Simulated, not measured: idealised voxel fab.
process module | voxel capacitor over wiring
cross-section cut | 290 nm wide | cells 5 nm
A cross-section is a grid of square cells, given in bands from the top down. A band is one or more rows of cells.
Each band's line starts with the height of the band's top and of its bottom, in nm. Then come its materials from left to right, each with its width in nm. One material with "throughout" fills the band from edge to edge. "air" is empty space.
Height 0 is the level under which the wafer as received is all one material. The lowest band goes on downwards, as in "0 down".
A width such as "30 to 40" changes by the same amount from each row of cells to the next, from the band's top row to its bottom row.
"no change" after a step means that no cell of the cross-section changed.
closed voids: empty space of 8 cells or more with no open way to the top, each as width x height at its distance from the left edge, in nm
after a step's settings: what the simulator itself notes on the step
overlay nm, on a step with a mask: how far to the right of its planned place the mask lay; to the left if negative
plan
1 op RECEIVE | material Si
2 op CONFORMAL_DEP | material SiO2 | thk nm 10
3 op CONFORMAL_DEP | material SiCN | thk nm 5
4 op DIRECTIONAL_DEP | material SiO2 | thk nm 20
5 op MASKED_ETCH | tone open | mask id METAL_1 | width nm 20 | pitch nm 80 | etch materials SiO2 | depth nm 20 | overlay nm 0
6 op MASKED_ETCH | tone open | mask id METAL_1 | width nm 20 | pitch nm 80 | etch materials SiCN | depth nm 5 | overlay nm 0
7 op CONFORMAL_DEP | material TiN | thk nm 5
8 op FILL_DEP | material Cu | thk nm 5
9 op CMP | height nm 35
10 op EPI | material Ru | thk nm 5
11 op FILL_DEP | material SiCN | thk nm 5
12 op DIRECTIONAL_DEP | material lowk | thk nm 10
13 op MASKED_ETCH | tone open | mask id PLUG_1 | width nm 15 | etch materials lowk | depth nm 10 | overlay nm 0
14 op MASKED_ETCH | tone open | mask id PLUG_1 | width nm 15 | etch materials SiCN | depth nm 5 | overlay nm 0
15 op CONFORMAL_DEP | material TiN | thk nm 5
16 op FILL_DEP | material Ru | thk nm 5
17 op CMP | height nm 55
18 op DIRECTIONAL_DEP | material TiN | thk nm 5
19 op DIRECTIONAL_DEP | material Al2O3 | thk nm 5
20 op DIRECTIONAL_DEP | material TiN | thk nm 5
21 op MASKED_ETCH | tone cover | mask id UPPER_PLATE | width nm 55 | etch materials TiN | depth nm 5 | overlay nm 0
22 op MASKED_ETCH | tone cover | mask id UPPER_PLATE | width nm 65 | etch materials Al2O3 | depth nm 5 | overlay nm 0
23 op MASKED_ETCH | tone cover | mask id LOWER_PLATE | width nm 75 | etch materials TiN | depth nm 5 | overlay nm 0
24 op FILL_DEP | material SiO2 | thk nm 15
25 op CMP | height nm 80
26 op MASKED_ETCH | tone open | mask id PLUG_2 | width nm 15 | etch materials SiO2 | depth nm 10 | overlay nm 0
27 op CONFORMAL_DEP | material TiN | thk nm 5
28 op FILL_DEP | material Cu | thk nm 5
29 op CMP | height nm 80
30 op CONFORMAL_DEP | material SiN | thk nm 5
varied across the wafers: width nm of step 21. The plan shows the first wafer's value. All wafers start alike
first wafer as received, after step 1
  0 down: Si throughout
  closed voids: none
each wafer at the end: cells of each material gained (+) or lost (-) since it was received, then its closed voids
width nm 55 | +13 Al2O3 | +17 Cu | +14 Ru | +151 SiCN | +58 SiN | +561 SiO2 | +62 TiN | +110 lowk | closed voids: none
width nm 60 | +13 Al2O3 | +17 Cu | +14 Ru | +151 SiCN | +58 SiN | +560 SiO2 | +63 TiN | +110 lowk | closed voids: none
width nm 65 | +13 Al2O3 | +17 Cu | +14 Ru | +151 SiCN | +58 SiN | +559 SiO2 | +64 TiN | +110 lowk | closed voids: none
width nm 70 | +14 Al2O3 | +17 Cu | +14 Ru | +151 SiCN | +58 SiN | +557 SiO2 | +65 TiN | +110 lowk | closed voids: none
width nm 75 | +15 Al2O3 | +17 Cu | +14 Ru | +151 SiCN | +58 SiN | +555 SiO2 | +66 TiN | +110 lowk | closed voids: none
width nm 80 | +16 Al2O3 | +17 Cu | +14 Ru | +151 SiCN | +58 SiN | +553 SiO2 | +67 TiN | +110 lowk | closed voids: none
